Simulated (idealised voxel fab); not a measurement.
A process module follows: voxel ribs on slabs.
The cross-section on display is named cut; it measures 290 nm wide, and its cells are 5 nm squares.
Throughout this document, each cross-section is represented as a grid of square cells and is presented as a sequence of bands enumerated from the top downward, where a band comprises one or more rows of cells.
In this notation a band is specified by the heights of its top and bottom, in that order and in nm, after which its materials appear from left to right, each paired with its width in nm. The word "full width" attached to a single material means that material fills the band from edge to edge; the word "blank" stands for empty space.
Measure heights from 0. That's the level where, below it, the as-received wafer is all one material. The lowest band is bottomless and extends downward; write it as in "top 0, no bottom".
Top row gets the first number, bottom row gets the second, and each row in between changes by the same step: that is how a band width like "30->40" works.
Step note "remains unaltered" = no cross-section cell changed.
Reported under the label "closed voids" are the empty spaces having no open way to the top and comprising 8 cells or more; the notation for each is width x height at distance, in which the distance is measured from the left edge and all three values are in nm.
If you see something after the settings on a step's line, that's the simulator's own remark about that step.
If you see "overlay nm" on a step's line and that step has a mask, it's telling you how far right of where it was planned the mask ended up; a negative number means it went left instead.

**Steps in the process plan**
1,RECEIVE | material Si
2,DIRECTIONAL_DEP | material SiO2 | thk nm 20
3,DIRECTIONAL_DEP | material SiN | thk nm 15
4,PATTERN | tone cover | mask id RIB | material resist | width nm 30 | thk nm 20 | overlay nm 0
5,DIRECTIONAL_ETCH | etch materials SiN | depth nm 10
6,STRIP | etch materials resist
7,PATTERN | tone cover | mask id SLAB | material resist | width nm 60 | thk nm 20 | overlay nm 0
8,DIRECTIONAL_ETCH | etch materials SiN | depth nm 5
9,STRIP | etch materials resist
10,FILL_DEP | material SiO2 | thk nm 25
11,CMP | height nm 55
12,DIRECTIONAL_DEP | material TiN | thk nm 5
13,DIRECTIONAL_DEP | material aC | thk nm 15
14,PATTERN | tone cover | mask id HEATER | material resist | width nm 40 | thk nm 30 | overlay nm 0
15,DIRECTIONAL_ETCH | etch materials aC | depth nm 15
16,STRIP | etch materials resist
17,DIRECTIONAL_ETCH | etch materials TiN | depth nm 5
18,STRIP | etch materials aC
19,CONFORMAL_DEP | material SiN | thk nm 5

**Cross-sectional view of the wafer in its as-received condition, corresponding to the state after step 1**
  top 0, no bottom | Si full width
  closed voids: none

**Here's the wafer cut in cross-section after the module, started and planned just like above, except one thing was done wrong in the run**
  top 65, bottom 60 | SiN 130 nm | blank 30 nm | SiN 130 nm
  top 60, bottom 55 | TiN 125 nm | SiN 40 nm | TiN 125 nm
  top 55, bottom 35 | SiO2 full width
  top 35, bottom 25 | SiO2 130 nm | SiN 30 nm | SiO2 130 nm
  top 25, bottom 20 | SiO2 115 nm | SiN 60 nm | SiO2 115 nm
  top 20, bottom 0 | SiO2 full width
  top 0, no bottom | Si full width
  closed voids: none
What broke from the plan during processing? step 14 was run on a setting that differed from the plan, and what really ran there is PATTERN | tone open | mask id HEATER | material resist | width nm 40 | thk nm 30 | overlay nm 0
